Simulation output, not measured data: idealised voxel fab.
Process module heading - voxel wiring stack
Cross-sectional view cut (width: 255 nm; square cell size: 5 nm).
For the purposes of this document, a cross-section shall be understood as a grid of square cells, specified as bands listed in top-to-bottom order, each band consisting of one or more rows of cells. Within each band entry, the heights of the top and of the bottom of the band appear first, in that order and in nm; the materials of the band then follow from left to right, each with its corresponding width in nm. The designation "everywhere" on a single material indicates that it fills the band from edge to edge; the designation "empty" indicates empty space. Height datum 0, below which the as-received substrate wafer is one material. Lowest band open at the bottom, running downward: "0 -> down". The width entry "30..40" should be interpreted row by row: the top row of cells in the band takes the first number, the bottom row takes the second number, and the change between adjacent rows is uniform throughout. "no change" for a step: no cell of the cross-section changed in that step. Listed in "Trapped voids": every empty space of 8 or more cells without an open way to the top. Form: width x height at distance, the distance being from the left edge, all in nm. On each step's line, the part that comes after the settings is the simulator's own comment on the step. Each step line may optionally specify "overlay nm", which for a step with a mask gives the rightward distance between the mask's planned place and where it lay, a negative value indicating the leftward direction.
Process steps - plan:
- 1: RECEIVE (material Si)
- 2: CONFORMAL_DEP (material SiO2; thk nm 15)
- 3: CONFORMAL_DEP (material SiN; thk nm 5)
- 4: DIRECTIONAL_DEP (material SiO2; thk nm 15)
- 5: DIRECTIONAL_DEP (material aC; thk nm 15)
- 6: PATTERN (tone open; mask id METAL_1; material resist; width nm 20; pitch nm 35; thk nm 35; overlay nm 0)
- 7: DIRECTIONAL_ETCH (etch materials aC; depth nm 15)
- 8: STRIP (etch materials resist)
- 9: DIRECTIONAL_ETCH (etch materials SiO2; depth nm 15)
- 10: DIRECTIONAL_ETCH (etch materials SiN; depth nm 5)
- 11: STRIP (etch materials aC)
- 12: CONFORMAL_DEP (material TiN; thk nm 5)
- 13: FILL_DEP (material W; thk nm 10)
- 14: CMP (height nm 35)
- 15: CONFORMAL_DEP (material SiCN; thk nm 5)
- 16: DIRECTIONAL_DEP (material SiO2; thk nm 15)
- 17: PATTERN (tone open; mask id PLUG_1; material resist; width nm 15; pitch nm 70; thk nm 20; overlay nm 0)
- 18: DIRECTIONAL_ETCH (etch materials SiO2; depth nm 15)
- 19: DIRECTIONAL_ETCH (etch materials SiCN; depth nm 5)
- 20: STRIP (etch materials resist)
- 21: CONFORMAL_DEP (material TiN; thk nm 5)
- 22: FILL_DEP (material Ru; thk nm 10)
- 23: CMP (height nm 55)
- 24: DIRECTIONAL_DEP (material TiN; thk nm 5)
- 25: DIRECTIONAL_DEP (material Ru; thk nm 15)
- 26: MASKED_ETCH (tone cover; mask id METAL_2; width nm 20; pitch nm 35; etch materials Ru; depth nm 15; overlay nm 0)
- 27: MASKED_ETCH (tone cover; mask id METAL_2; width nm 20; pitch nm 35; etch materials TiN; depth nm 5; overlay nm 0)
- 28: FILL_DEP (material SiO2; thk nm 5)
- 29: CMP (height nm 75)
- 30: CONFORMAL_DEP (material SiCN; thk nm 5)
- 31: DIRECTIONAL_DEP (material SiO2; thk nm 30)
- 32: DIRECTIONAL_DEP (material aC; thk nm 10)
- 33: PATTERN (tone open; mask id METAL_3; material resist; width nm 20; pitch nm 35; thk nm 30; overlay nm 0)
- 34: DIRECTIONAL_ETCH (etch materials aC; depth nm 10)
- 35: STRIP (etch materials resist)
- 36: DIRECTIONAL_ETCH (etch materials SiO2; depth nm 20)
- 37: STRIP (etch materials aC)
- 38: PATTERN (tone open; mask id METAL_3_HOLES; material resist; width nm 15; pitch nm 70; thk nm 20; overlay nm 0)
- 39: DIRECTIONAL_ETCH (etch materials SiO2; depth nm 10)
- 40: DIRECTIONAL_ETCH (etch materials SiCN; depth nm 5)
- 41: STRIP (etch materials resist)
- 42: CONFORMAL_DEP (material TiN; thk nm 5)
- 43: FILL_DEP (material Cu; thk nm 5)
- 44: CMP (height nm 110)
- 45: CONFORMAL_DEP (material SiN; thk nm 5)
Cross-section of the wafer at receipt, which is the condition after step 1:
0 -> down | Si everywhere
Trapped voids: none
The plan above was carried out on the starting structure above with one mistake, and this cross-section shows the wafer at the end of the module:
115 -> 110 | SiN everywhere
110 -> 95 | 65 SiO2, then 5 TiN, then 10 Cu, then 5 TiN, then 15 SiO2, then 5 TiN, then 10 Cu, then 5 TiN, then 15 SiO2, then 5 TiN, then 10 Cu, then 5 TiN, then 15 SiO2, then 5 TiN, then 10 Cu, then 5 TiN, then 65 SiO2
95 -> 90 | 65 SiO2, then 5 TiN, then 10 Cu, then 5 TiN, then 15 SiO2, then 20 TiN, then 15 SiO2, then 5 TiN, then 10 Cu, then 5 TiN, then 15 SiO2, then 20 TiN, then 65 SiO2
90 -> 80 | 65 SiO2, then 5 TiN, then 10 Cu, then 5 TiN, then 50 SiO2, then 5 TiN, then 10 Cu, then 5 TiN, then 100 SiO2
80 -> 75 | 65 SiCN, then 20 TiN, then 50 SiCN, then 20 TiN, then 100 SiCN
75 -> 60 | 65 SiO2, then 20 Ru, then 15 SiO2, then 20 Ru, then 15 SiO2, then 20 Ru, then 15 SiO2, then 20 Ru, then 65 SiO2
60 -> 55 | 65 SiO2, then 20 TiN, then 15 SiO2, then 20 TiN, then 15 SiO2, then 20 TiN, then 15 SiO2, then 20 TiN, then 65 SiO2
55 -> 40 | 65 SiO2, then 5 TiN, then 5 Ru, then 5 TiN, then 55 SiO2, then 5 TiN, then 5 Ru, then 5 TiN, then 105 SiO2
40 -> 35 | 65 SiCN, then 15 TiN, then 55 SiCN, then 15 TiN, then 105 SiCN
35 -> 20 | 65 SiO2, then 5 TiN, then 10 W, then 5 TiN, then 15 SiO2, then 5 TiN, then 10 W, then 5 TiN, then 15 SiO2, then 5 TiN, then 10 W, then 5 TiN, then 15 SiO2, then 5 TiN, then 10 W, then 5 TiN, then 65 SiO2
20 -> 15 | 65 SiN, then 20 TiN, then 15 SiN, then 20 TiN, then 15 SiN, then 20 TiN, then 15 SiN, then 20 TiN, then 65 SiN
15 -> 0 | SiO2 everywhere
0 -> down | Si everywhere
Trapped voids: none
Plan not followed: planned and actual differ for step 38; actual: PATTERN (tone open; mask id METAL_3_HOLES; material resist; width nm 20; pitch nm 70; thk nm 20; overlay nm 0)
